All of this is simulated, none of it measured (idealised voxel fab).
process module | voxel tone inversion
220 nm wide, 5 nm square cells: that's cross-section cut.
Each cross-section below is a grid of square cells, stated as bands in top-down order, with one or more rows of cells making up each band. Top height, bottom height, nm. Materials left to right, width each, nm. Single material + "throughout" = fills band edge to edge. "air" = empty. Heights are reckoned from 0. Under this level, the received wafer is all of one material. The bottommost band is open-ended downward, for example "from 0 down". You'd read "30->40" like this: the band's top row of cells is as wide as the first number, its bottom row is as wide as the second, and going down, every row changes width by the same amount as the row before did. For the purposes of this document, the phrase "no change" attached to a step denotes that no cell within the cross-section was modified by that step. "Unvented internal voids" specifies each empty space that is not open to the top and that occupies no fewer than 8 cells, using the form width x height at distance, the distance measured from the left edge and all three quantities in nm. It should be noted that, on the line of a given step, the content following the step's settings is a remark produced by the simulator itself with respect to that step. If you see "overlay nm" on a step's line and that step has a mask, it's telling you how far right of where it was planned the mask ended up; a negative number means it went left instead.
List of planned process steps
1: RECEIVE: material Si
2: CONFORMAL_DEP: material SiCN, thk nm 10
3: DIRECTIONAL_DEP: material aC, thk nm 15
4: PATTERN: tone cover, mask id POSTS, material resist, width nm 25, pitch nm 55, thk nm 25, overlay nm 0
5: DIRECTIONAL_ETCH: etch materials aC, depth nm 15
6: STRIP: etch materials resist
7: FILL_DEP: material lowk, thk nm 5
8: CMP: height nm 25
9: STRIP: etch materials aC
10: CONFORMAL_DEP: material TiN, thk nm 5
11: FILL_DEP: material Ru, thk nm 10
12: CMP: height nm 25
13: CONFORMAL_DEP: material SiN, thk nm 5
Step 1 complete: cross-section of the wafer as received
* from 0 down: Si throughout
* Unvented internal voids: none
Figure: cross-sectional view of the wafer upon completion of the module, processed from the initial state and according to the plan depicted above, with one error introduced during execution
* from 30 to 25: SiN throughout
* from 25 to 15: Ru (35); TiN (5); lowk (25); TiN (5); Ru (20); TiN (5); lowk (25); TiN (5); Ru (20); TiN (5); lowk (25); TiN (5); Ru (40)
* from 15 to 10: TiN (40); lowk (25); TiN (30); lowk (25); TiN (30); lowk (25); TiN (45)
* from 10 to 0: SiCN throughout
* from 0 down: Si throughout
* Unvented internal voids: none
Plan not followed: step 4: run off-plan, actual operation and settings PATTERN: tone open, mask id POSTS, material resist, width nm 25, pitch nm 55, thk nm 25, overlay nm 0
